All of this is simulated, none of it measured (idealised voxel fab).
Documented hereafter: the process module known as voxel released beams.
Cross-sectional view cut (width: 295 nm; square cell size: 5 nm).
For the purposes of this document, a cross-section shall be understood as a grid of square cells, specified as bands listed in top-to-bottom order, each band consisting of one or more rows of cells. The band entry comprises the height of the band's top followed by the height of its bottom, expressed in nm, and subsequently the band's materials from left to right, each stated together with its width in nm. Where a single material is marked with the word "everywhere", that material fills the band from edge to edge. The word "empty" represents empty space. The level at which height equals 0 is the one under which the wafer, as it arrives, is entirely one material. No lower edge exists for the bottom band, which continues downward and is notated as in "0 and below". The width entry "30..40" should be interpreted row by row: the top row of cells in the band takes the first number, the bottom row takes the second number, and the change between adjacent rows is uniform throughout. "nothing altered" for a step: no cell of the cross-section changed in that step. "Closed void table" enumerates empty spaces isolated from the top, with no open way to it, that contain at least 8 cells, giving each as width x height at distance from the left edge, all three in nm. after a step's settings: what the simulator itself notes on the step. When a step includes a mask, the "overlay nm" setting on its line states how far to the right of its planned place that mask lay, and negative values state how far to the left.

Process steps foreseen in the plan
1) RECEIVE (material Si)
2) CONFORMAL_DEP (material SiN; thk nm 5)
3) DIRECTIONAL_DEP (material SiO2; thk nm 10)
4) MASKED_ETCH (tone open; mask id ANCHOR; width nm 45; etch materials SiO2; depth nm 5; overlay nm 0)
5) CONFORMAL_DEP (material TiN; thk nm 15)
6) PATTERN (tone cover; mask id BEAM; material resist; width nm 105; thk nm 15; overlay nm 0)
7) DIRECTIONAL_ETCH (etch materials TiN; depth nm 15)
8) STRIP (etch materials resist)
9) STRIP (etch materials SiO2)
Keep in mind the plan's value for the depth nm of step 4 comes from the first wafer; the wafers don't share that setting, but they do share the same starting point.

Cut through the first of several wafers as received, post step 1
	0 and below = Si everywhere
	Closed void table: none

Cross-sectional representation of the first of several wafers at the end of the module, i.e. after its terminal step, step 9
	5 down to 0 = SiN everywhere
	0 and below = Si everywhere
	Closed void table: none

At the end of the module, the last of several wafers in cross-section
	30 down to 20 = empty (90) / TiN (20) / empty (15) / TiN (70) / empty (100)
	20 down to 15 = empty (90) / TiN (105) / empty (100)
	15 down to 5 = empty (95) / TiN (45) / empty (155)
	5 down to 0 = SiN everywhere
	0 and below = Si everywhere
	Closed void table: none

Per wafer (row), end of module: delta in cells per material since receipt, (+) for gained, (-) for lost; closed voids after that
depth nm 5, +59 SiN, Closed void table: none
depth nm 10, +59 SiN, +75 TiN, Closed void table: none
depth nm 15, +59 SiN, +75 TiN, Closed void table: none
depth nm 20, +59 SiN, +75 TiN, Closed void table: none
depth nm 25, +59 SiN, +75 TiN, Closed void table: none
